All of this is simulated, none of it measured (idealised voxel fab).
process module | voxel gate over fins
cross-section cut | 220 nm wide | cells 5 nm
A cross-section is a grid of square cells, given in bands from the top down. A band is one or more rows of cells.
Each band's line starts with the height of the band's top and of its bottom, in nm. Then come its materials from left to right, each with its width in nm. One material with "throughout" fills the band from edge to edge. "air" is empty space.
Height 0 is the level under which the wafer as received is all one material. The lowest band goes on downwards, as in "0 down".
A width such as "30 to 40" changes by the same amount from each row of cells to the next, from the band's top row to its bottom row.
"no change" after a step means that no cell of the cross-section changed.
closed voids: empty space of 8 cells or more with no open way to the top, each as width x height at its distance from the left edge, in nm
after a step's settings: what the simulator itself notes on the step
overlay nm, on a step with a mask: how far to the right of its planned place the mask lay; to the left if negative
plan
1 op RECEIVE | material Si
2 op CONFORMAL_DEP | material SiN | thk nm 10
3 op PATTERN | tone cover | mask id FINS | material resist | width nm 15 | pitch nm 50 | thk nm 20 | overlay nm 0
4 op DIRECTIONAL_ETCH | etch materials SiN | depth nm 10
5 op DIRECTIONAL_ETCH | etch materials Si | depth nm 40
6 op STRIP | etch materials resist
7 op OXIDIZE | depth nm 5
8 op FILL_DEP | material SiO2 | thk nm 5
9 op CMP | height nm 10
10 op DIRECTIONAL_DEP | material aC | thk nm 10
11 op PATTERN | tone open | mask id RAIL | material resist | width nm 15 | thk nm 25 | overlay nm 0
12 op DIRECTIONAL_ETCH | etch materials aC | depth nm 10
13 op STRIP | etch materials resist
14 op DIRECTIONAL_ETCH | etch materials SiO2 | depth nm 45
15 op STRIP | etch materials aC
16 op CONFORMAL_DEP | material TiN | thk nm 5
17 op FILL_DEP | material W | thk nm 10
18 op CMP | height nm 10
19 op SELECTIVE_ETCH | etch materials W Ru TiN | depth nm 30
20 op FILL_DEP | material SiO2 | thk nm 5
21 op CMP | height nm 10
22 op SELECTIVE_ETCH | etch materials SiO2 | depth nm 20
23 op STRIP | etch materials SiN
24 op CONFORMAL_DEP | material HfO2 | thk nm 5
25 op CONFORMAL_DEP | material TiN | thk nm 5
26 op FILL_DEP | material W | thk nm 15
27 op CMP | height nm 20
28 op CONFORMAL_DEP | material SiCN | thk nm 5
varied across the wafers: thk nm of step 16. The plan shows the first wafer's value. All wafers start alike
first wafer as received, after step 1
  0 down: Si throughout
  closed voids: none
each wafer at the end: cells of each material gained (+) or lost (-) since it was received, then its closed voids
thk nm 5 | +60 HfO2 | -360 Si | +44 SiCN | +271 SiO2 | +67 TiN | +138 W | closed voids: none
thk nm 10 | +60 HfO2 | -360 Si | +44 SiCN | +271 SiO2 | +69 TiN | +136 W | closed voids: none
thk nm 15 | +60 HfO2 | -360 Si | +44 SiCN | +271 SiO2 | +69 TiN | +136 W | closed voids: none
thk nm 20 | +60 HfO2 | -360 Si | +44 SiCN | +271 SiO2 | +69 TiN | +136 W | closed voids: none
